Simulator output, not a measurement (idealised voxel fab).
process module | voxel gate over fins
cross-section cut | 250 nm wide | cells 5 nm
A cross-section is a grid of square cells, given in bands from the top down. A band is one or more rows of cells.
Each band's line starts with the height of the band's top and of its bottom, in nm. Then come its materials from left to right, each with its width in nm. One material with "throughout" fills the band from edge to edge. "air" is empty space.
Height 0 is the level under which the wafer as received is all one material. The lowest band goes on downwards, as in "0 down".
A width such as "30 to 40" changes by the same amount from each row of cells to the next, from the band's top row to its bottom row.
"no change" after a step means that no cell of the cross-section changed.
closed voids: empty space of 8 cells or more with no open way to the top, each as width x height at its distance from the left edge, in nm
after a step's settings: what the simulator itself notes on the step
overlay nm, on a step with a mask: how far to the right of its planned place the mask lay; to the left if negative
plan
1 op RECEIVE | material Si
2 op CONFORMAL_DEP | material SiN | thk nm 5
3 op PATTERN | tone cover | mask id FINS | material resist | width nm 15 | pitch nm 50 | thk nm 20 | overlay nm 0
4 op DIRECTIONAL_ETCH | etch materials SiN | depth nm 5
5 op DIRECTIONAL_ETCH | etch materials Si | depth nm 35
6 op STRIP | etch materials resist
7 op OXIDIZE | depth nm 5
8 op FILL_DEP | material SiO2 | thk nm 15
9 op CMP | height nm 5
10 op PATTERN | tone open | mask id RAIL | material resist | width nm 15 | thk nm 20 | overlay nm 0
11 op DIRECTIONAL_ETCH | etch materials SiO2 | depth nm 35
12 op STRIP | etch materials resist
13 op CONFORMAL_DEP | material TiN | thk nm 5
14 op FILL_DEP | material W | thk nm 5
15 op CMP | height nm 5
16 op SELECTIVE_ETCH | etch materials W Ru TiN | depth nm 25
17 op FILL_DEP | material SiO2 | thk nm 5
18 op CMP | height nm 5
19 op SELECTIVE_ETCH | etch materials SiO2 | depth nm 20
20 op STRIP | etch materials SiN
21 op CONFORMAL_DEP | material HfO2 | thk nm 5
22 op CONFORMAL_DEP | material TiN | thk nm 5
23 op FILL_DEP | material W | thk nm 10
24 op CMP | height nm 15
25 op CONFORMAL_DEP | material SiN | thk nm 5
as received, after step 1
  0 down: Si throughout
  closed voids: none
a wafer at the end: this start, this plan, one mistake
  20 to 15: SiN throughout
  15 to 10: W 80 | TiN 35 | W 135
  10 to 5: W 60 | TiN 25 | HfO2 25 | TiN 25 | W 25 | TiN 25 | W 65
  5 to 0: W 60 | TiN 5 | HfO2 15 | TiN 5 | HfO2 5 | TiN 5 | HfO2 5 | TiN 5 | HfO2 5 | TiN 5 | HfO2 15 | TiN 5 | W 25 | TiN 5 | HfO2 15 | TiN 5 | W 65
  0 to -5: W 60 | TiN 5 | HfO2 5 | Si 5 | HfO2 5 | TiN 5 | HfO2 5 | TiN 5 | HfO2 5 | TiN 5 | HfO2 5 | TiN 5 | HfO2 5 | Si 5 | HfO2 5 | TiN 5 | W 25 | TiN 5 | HfO2 5 | Si 5 | HfO2 5 | TiN 5 | W 65
  -5 to -10: TiN 65 | HfO2 5 | Si 5 | HfO2 5 | TiN 5 | HfO2 5 | TiN 5 | HfO2 5 | TiN 5 | HfO2 5 | TiN 5 | HfO2 5 | Si 5 | HfO2 5 | TiN 35 | HfO2 5 | Si 5 | HfO2 5 | TiN 70
  -10 to -15: HfO2 70 | Si 5 | HfO2 15 | TiN 5 | HfO2 5 | TiN 5 | HfO2 15 | Si 5 | HfO2 45 | Si 5 | HfO2 75
  -15 to -20: SiO2 70 | Si 5 | SiO2 15 | TiN 5 | SiO2 5 | TiN 5 | SiO2 15 | Si 5 | SiO2 45 | Si 5 | SiO2 75
  -20 to -25: SiO2 70 | Si 5 | SiO2 15 | TiN 5 | W 5 | TiN 5 | SiO2 15 | Si 5 | SiO2 45 | Si 5 | SiO2 75
  -25 to -30: SiO2 70 | Si 5 | SiO2 15 | TiN 15 | SiO2 15 | Si 5 | SiO2 45 | Si 5 | SiO2 75
  -30 to -40: SiO2 70 | Si 5 | SiO2 45 | Si 5 | SiO2 45 | Si 5 | SiO2 75
  -40 down: Si throughout
  closed voids: none
what went wrong: step 16 ran as: op SELECTIVE_ETCH | etch materials W | depth nm 25
